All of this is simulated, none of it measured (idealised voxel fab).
Process module heading - voxel quadruple lines
cross-section cut | 265 nm wide | cells 5 nm
Cross-section, as written here: a square-cell grid given band by band from the top down, where a band holds one or more rows of cells. Band: top height; bottom height; in nm. Then, left to right: material with width in nm, for each material. "throughout": a single material spanning edge to edge. "empty": empty space. All heights in this document are referenced to 0, defined as the level beneath which the wafer, as received, consists entirely of one material. The lowest band is not bounded below; it extends indefinitely downward and is written in the form "0 -> down". You'd read "30->40" like this: the band's top row of cells is as wide as the first number, its bottom row is as wide as the second, and going down, every row changes width by the same amount as the row before did. The cross-section has no changed cell in any step marked "remained the same". Closed empty spaces (no open way to the top) of 8 cells or more are what "Closed cavity list" lists, each as width x height at distance from the left edge, nm for all three. Read whatever lies past the settings on a step's line as the simulator's own remark about the step. "overlay nm" on a masked step: distance the mask lay right of its planned place, negative for left.
Plan:
1,RECEIVE | material Si
2,CONFORMAL_DEP | material Al2O3 | thk nm 5
3,DIRECTIONAL_DEP | material W | thk nm 10
4,DIRECTIONAL_DEP | material polySi | thk nm 15
5,DIRECTIONAL_DEP | material aC | thk nm 20
6,PATTERN | tone cover | mask id MANDREL | material resist | width nm 20 | pitch nm 60 | thk nm 25 | overlay nm 0
7,DIRECTIONAL_ETCH | etch materials aC | depth nm 20
8,STRIP | etch materials resist
9,CONFORMAL_DEP | material SiO2 | thk nm 10
10,DIRECTIONAL_ETCH | etch materials SiO2 | depth nm 10
11,STRIP | etch materials aC
12,DIRECTIONAL_ETCH | etch materials polySi | depth nm 15
13,STRIP | etch materials SiO2
14,CONFORMAL_DEP | material SiN | thk nm 5
15,DIRECTIONAL_ETCH | etch materials SiN | depth nm 5
16,STRIP | etch materials polySi
17,DIRECTIONAL_ETCH | etch materials W | depth nm 10
18,STRIP | etch materials SiN
19,FILL_DEP | material SiO2 | thk nm 10
20,CMP | height nm 15
What follows covers the first of two wafers; it ran as planned:
Here's what the wafer looked like in cross-section when it arrived - that's after step 1:
	0 -> down = Si throughout
	Closed cavity list: none
After step 2:
	5 -> 0 = Al2O3 throughout
	Everything below 0 is unchanged.
After step 3:
	15 -> 5 = W throughout
	Everything below 5 is unchanged.
After step 4:
	30 -> 15 = polySi throughout
	Everything below 15 is unchanged.
After step 5:
	50 -> 30 = aC throughout
	Everything below 30 is unchanged.
After step 6:
	75 -> 50 = 90 empty, 20 resist, 40 empty, 20 resist, 95 empty
	Everything below 50 is unchanged.
After step 7:
	55 -> 50 = 90 empty, 20 resist, 40 empty, 20 resist, 95 empty
	50 -> 30 = 90 empty, 20 aC, 40 empty, 20 aC, 95 empty
	Everything below 30 is unchanged.
After step 8:
	50 -> 30 = 90 empty, 20 aC, 40 empty, 20 aC, 95 empty
	Everything below 30 is unchanged.
After step 9:
	60 -> 50 = 80 empty, 40 SiO2, 20 empty, 40 SiO2, 85 empty
	50 -> 40 = 80 empty, 10 SiO2, 20 aC, 10 SiO2, 20 empty, 10 SiO2, 20 aC, 10 SiO2, 85 empty
	40 -> 30 = 90 SiO2, 20 aC, 40 SiO2, 20 aC, 95 SiO2
	Everything below 30 is unchanged.
After step 10:
	50 -> 30 = 80 empty, 10 SiO2, 20 aC, 10 SiO2, 20 empty, 10 SiO2, 20 aC, 10 SiO2, 85 empty
	Everything below 30 is unchanged.
After step 11:
	50 -> 30 = 80 empty, 10 SiO2, 20 empty, 10 SiO2, 20 empty, 10 SiO2, 20 empty, 10 SiO2, 85 empty
	Everything below 30 is unchanged.
After step 12:
	50 -> 30 = 80 empty, 10 SiO2, 20 empty, 10 SiO2, 20 empty, 10 SiO2, 20 empty, 10 SiO2, 85 empty
	30 -> 15 = 80 empty, 10 polySi, 20 empty, 10 polySi, 20 empty, 10 polySi, 20 empty, 10 polySi, 85 empty
	Everything below 15 is unchanged.
After step 13:
	30 -> 15 = 80 empty, 10 polySi, 20 empty, 10 polySi, 20 empty, 10 polySi, 20 empty, 10 polySi, 85 empty
	Everything below 15 is unchanged.
After step 14:
	35 -> 30 = 75 empty, 20 SiN, 10 empty, 20 SiN, 10 empty, 20 SiN, 10 empty, 20 SiN, 80 empty
	30 -> 20 = 75 empty, 5 SiN, 10 polySi, 5 SiN, 10 empty, 5 SiN, 10 polySi, 5 SiN, 10 empty, 5 SiN, 10 polySi, 5 SiN, 10 empty, 5 SiN, 10 polySi, 5 SiN, 80 empty
	20 -> 15 = 80 SiN, 10 polySi, 20 SiN, 10 polySi, 20 SiN, 10 polySi, 20 SiN, 10 polySi, 85 SiN
	Everything below 15 is unchanged.
After step 15:
	30 -> 15 = 75 empty, 5 SiN, 10 polySi, 5 SiN, 10 empty, 5 SiN, 10 polySi, 5 SiN, 10 empty, 5 SiN, 10 polySi, 5 SiN, 10 empty, 5 SiN, 10 polySi, 5 SiN, 80 empty
	Everything below 15 is unchanged.
After step 16:
	30 -> 15 = 75 empty, 5 SiN, 10 empty, 5 SiN, 10 empty, 5 SiN, 10 empty, 5 SiN, 10 empty, 5 SiN, 10 empty, 5 SiN, 10 empty, 5 SiN, 10 empty, 5 SiN, 80 empty
	Everything below 15 is unchanged.
After step 17:
	30 -> 15 = 75 empty, 5 SiN, 10 empty, 5 SiN, 10 empty, 5 SiN, 10 empty, 5 SiN, 10 empty, 5 SiN, 10 empty, 5 SiN, 10 empty, 5 SiN, 10 empty, 5 SiN, 80 empty
	15 -> 5 = 75 empty, 5 W, 10 empty, 5 W, 10 empty, 5 W, 10 empty, 5 W, 10 empty, 5 W, 10 empty, 5 W, 10 empty, 5 W, 10 empty, 5 W, 80 empty
	Everything below 5 is unchanged.
After step 18:
	15 -> 5 = 75 empty, 5 W, 10 empty, 5 W, 10 empty, 5 W, 10 empty, 5 W, 10 empty, 5 W, 10 empty, 5 W, 10 empty, 5 W, 10 empty, 5 W, 80 empty
	Everything below 5 is unchanged.
After step 19:
	25 -> 15 = SiO2 throughout
	15 -> 5 = 75 SiO2, 5 W, 10 SiO2, 5 W, 10 SiO2, 5 W, 10 SiO2, 5 W, 10 SiO2, 5 W, 10 SiO2, 5 W, 10 SiO2, 5 W, 10 SiO2, 5 W, 80 SiO2
	Everything below 5 is unchanged.
After step 20:
	15 -> 5 = 75 SiO2, 5 W, 10 SiO2, 5 W, 10 SiO2, 5 W, 10 SiO2, 5 W, 10 SiO2, 5 W, 10 SiO2, 5 W, 10 SiO2, 5 W, 10 SiO2, 5 W, 80 SiO2
	Everything below 5 is unchanged.
It is to be noted that the second wafer proceeded from the same initial state and according to the same plan as the first, although one mistake was committed in its execution; through step 16, inclusive, the two wafers share an identical history:
Second wafer: cross-section at the scheduled end of step 17:
	30 -> 15 = 75 empty, 5 SiN, 10 empty, 5 SiN, 10 empty, 5 SiN, 10 empty, 5 SiN, 10 empty, 5 SiN, 10 empty, 5 SiN, 10 empty, 5 SiN, 10 empty, 5 SiN, 80 empty
	15 -> 5 = 75 empty, 5 W, 10 empty, 5 W, 10 empty, 5 W, 10 empty, 5 W, 10 empty, 5 W, 10 empty, 5 W, 10 empty, 5 W, 10 empty, 5 W, 80 empty
	Everything below 5 is unchanged.
Second wafer: cross-section at the scheduled end of step 18:
	15 -> 5 = 75 empty, 5 W, 10 empty, 5 W, 10 empty, 5 W, 10 empty, 5 W, 10 empty, 5 W, 10 empty, 5 W, 10 empty, 5 W, 10 empty, 5 W, 80 empty
	Everything below 5 is unchanged.
Second wafer: cross-section at the scheduled end of step 19:
	25 -> 15 = SiO2 throughout
	15 -> 5 = 75 SiO2, 5 W, 10 SiO2, 5 W, 10 SiO2, 5 W, 10 SiO2, 5 W, 10 SiO2, 5 W, 10 SiO2, 5 W, 10 SiO2, 5 W, 10 SiO2, 5 W, 80 SiO2
	Everything below 5 is unchanged.
Second wafer: cross-section at the scheduled end of step 20:
	15 -> 5 = 75 SiO2, 5 W, 10 SiO2, 5 W, 10 SiO2, 5 W, 10 SiO2, 5 W, 10 SiO2, 5 W, 10 SiO2, 5 W, 10 SiO2, 5 W, 10 SiO2, 5 W, 80 SiO2
	Everything below 5 is unchanged.
Deviation noted in wafer processing: step 17, plan: ran twice
at the end the two cross-sections are the same: no effect in what this model computes
